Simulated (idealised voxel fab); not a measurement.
The following is a process module called voxel transistor to metal.
The figure presents cross-section cut, which has a width of 210 nm and is divided into square cells with an edge length of 5 nm.
This document writes a cross-section as a grid whose cells are square, and gives it as bands, listed from the top down; one or more rows of cells form a band.
It is stipulated that each band's entry specify, in nanometres, the height of the top of the band and then that of its bottom, followed by the materials of the band in left-to-right sequence, each together with its width in nanometres. A single material marked by the word "everywhere" is understood to fill the band from edge to edge; the word "blank" is understood to denote empty space.
Heights are expressed relative to 0, this being the level below which the as-received wafer comprises one material exclusively. The lowest band is unbounded in the downward direction and is denoted as in "from 0 down".
Quick explanation for "30..40": the width changes in equal steps down the rows of cells, from the first number in the band's top row to the second number in its bottom row.
It should be understood that the words "left unchanged", when stated for a given step, signify that the cross-section underwent no change in any of its cells during that step.
Heads up: "Voids, enclosed" only lists the empty pockets with no open path to the top that are 8 cells or more, and it writes them as width x height at distance, distance from the left edge, in nm.
The remark found on a step's line after its settings is issued by the simulator itself and pertains to that step.
"overlay nm" answers the question of how far to the right of plan the mask lay on a step that has a mask, and when it is negative the answer is to the left.
## Here's what the planned process steps look like
1 op RECEIVE | material Si
2 op CONFORMAL_DEP | material SiO2 | thk nm 5
3 op CONFORMAL_DEP | material SiN | thk nm 10
4 op MASKED_ETCH | tone cover | mask id ACTIVE | width nm 110 | etch materials SiN | depth nm 10 | overlay nm 0
5 op MASKED_ETCH | tone cover | mask id ACTIVE | width nm 110 | etch materials SiO2 | depth nm 5 | overlay nm 0
6 op MASKED_ETCH | tone cover | mask id ACTIVE | width nm 110 | etch materials Si | depth nm 25 | overlay nm 0
7 op FILL_DEP | material SiO2 | thk nm 10
8 op CMP | height nm 15
9 op SELECTIVE_ETCH | etch materials SiO2 | depth nm 5
10 op STRIP | etch materials SiN
11 op SELECTIVE_ETCH | etch materials SiO2 | depth nm 5
12 op OXIDIZE | depth nm 5
13 op DIRECTIONAL_DEP | material polySi | thk nm 25
14 op DIRECTIONAL_DEP | material SiCN | thk nm 15
15 op MASKED_ETCH | tone cover | mask id GATE | width nm 30 | etch materials SiCN | depth nm 25 | overlay nm 0
16 op MASKED_ETCH | tone cover | mask id GATE | width nm 30 | etch materials polySi | depth nm 35 | overlay nm 0
17 op CONFORMAL_DEP | material SiN | thk nm 5
18 op DIRECTIONAL_ETCH | etch materials SiN | depth nm 5
19 op DIRECTIONAL_ETCH | etch materials SiO2 | depth nm 5
20 op DIRECTIONAL_ETCH | etch materials Si | depth nm 15
21 op EPI | material pSi | thk nm 15
22 op FILL_DEP | material SiO2 | thk nm 5
23 op CMP | height nm 25
24 op STRIP | etch materials polySi
25 op SELECTIVE_ETCH | etch materials SiO2 | depth nm 5
26 op CONFORMAL_DEP | material HfO2 | thk nm 5
27 op CONFORMAL_DEP | material TiN | thk nm 5
28 op FILL_DEP | material W | thk nm 5
29 op CMP | height nm 20
30 op DIRECTIONAL_DEP | material SiO2 | thk nm 15
31 op DIRECTIONAL_DEP | material aC | thk nm 15
32 op PATTERN | tone open | mask id CONTACT | material resist | width nm 15 | pitch nm 75 | thk nm 35 | overlay nm 0
33 op DIRECTIONAL_ETCH | etch materials aC | depth nm 15
34 op STRIP | etch materials resist
35 op DIRECTIONAL_ETCH | etch materials SiO2 | depth nm 40
36 op STRIP | etch materials aC
37 op CONFORMAL_DEP | material TiN | thk nm 5
38 op FILL_DEP | material Ru | thk nm 10
39 op CMP | height nm 35
40 op CONFORMAL_DEP | material SiCN | thk nm 5
41 op DIRECTIONAL_DEP | material lowk | thk nm 25
42 op MASKED_ETCH | tone open | mask id METAL_1 | width nm 15 | pitch nm 75 | etch materials lowk | depth nm 25 | overlay nm 0
43 op MASKED_ETCH | tone open | mask id METAL_1 | width nm 15 | pitch nm 75 | etch materials SiCN | depth nm 5 | overlay nm 0
44 op CONFORMAL_DEP | material TiN | thk nm 5
45 op FILL_DEP | material Cu | thk nm 10
46 op CMP | height nm 65
47 op CONFORMAL_DEP | material SiN | thk nm 5
## Step 1 complete: cross-section of the wafer as received
	from 0 down  Si everywhere
	Voids, enclosed: none
## What the wafer looks like in cross-section after this module, when it starts as shown above and follows the plan above but one mistake is made in running it
	from 70 to 65  SiN everywhere
	from 65 to 40  lowk 60 nm, then TiN 5 nm, then Cu 5 nm, then TiN 5 nm, then lowk 60 nm, then TiN 5 nm, then Cu 5 nm, then TiN 5 nm, then lowk 60 nm
	from 40 to 35  SiCN 60 nm, then TiN 15 nm, then SiCN 60 nm, then TiN 15 nm, then SiCN 60 nm
	from 35 to 25  Ru 55 nm, then TiN 5 nm, then SiO2 15 nm, then TiN 5 nm, then Ru 50 nm, then TiN 5 nm, then SiO2 15 nm, then TiN 5 nm, then Ru 55 nm
	from 25 to 20  Ru 55 nm, then TiN 5 nm, then SiO2 15 nm, then TiN 60 nm, then SiO2 15 nm, then TiN 5 nm, then Ru 55 nm
	from 20 to 10  Ru 55 nm, then TiN 5 nm, then SiO2 15 nm, then TiN 10 nm, then SiN 5 nm, then HfO2 5 nm, then TiN 5 nm, then W 10 nm, then TiN 5 nm, then HfO2 5 nm, then SiN 5 nm, then TiN 10 nm, then SiO2 15 nm, then TiN 5 nm, then Ru 55 nm
	from 10 to 5  Ru 40 nm, then TiN 20 nm, then SiO2 10 nm, then pSi 15 nm, then SiN 5 nm, then HfO2 5 nm, then TiN 5 nm, then W 10 nm, then TiN 5 nm, then HfO2 5 nm, then SiN 5 nm, then pSi 15 nm, then SiO2 10 nm, then TiN 20 nm, then Ru 40 nm
	from 5 to 0  Ru 40 nm, then TiN 5 nm, then SiN 5 nm, then TiN 10 nm, then SiO2 10 nm, then pSi 15 nm, then SiN 5 nm, then HfO2 5 nm, then TiN 20 nm, then HfO2 5 nm, then SiN 5 nm, then pSi 15 nm, then SiO2 10 nm, then TiN 10 nm, then SiN 5 nm, then TiN 5 nm, then Ru 40 nm
	from 0 to -5  TiN 45 nm, then SiO2 5 nm, then TiN 10 nm, then SiO2 10 nm, then pSi 15 nm, then HfO2 40 nm, then pSi 15 nm, then SiO2 10 nm, then TiN 10 nm, then SiO2 5 nm, then TiN 45 nm
	from -5 to -20  SiO2 50 nm, then pSi 35 nm, then Si 40 nm, then pSi 35 nm, then SiO2 50 nm
	from -20 to -25  SiO2 50 nm, then Si 110 nm, then SiO2 50 nm
	from -25 down  Si everywhere
	Voids, enclosed: none
In executing the process, a mistake was made relative to the plan: note that step 32 departed from the planned setting and was carried out as op PATTERN | tone cover | mask id CONTACT | material resist | width nm 15 | pitch nm 75 | thk nm 35 | overlay nm 0
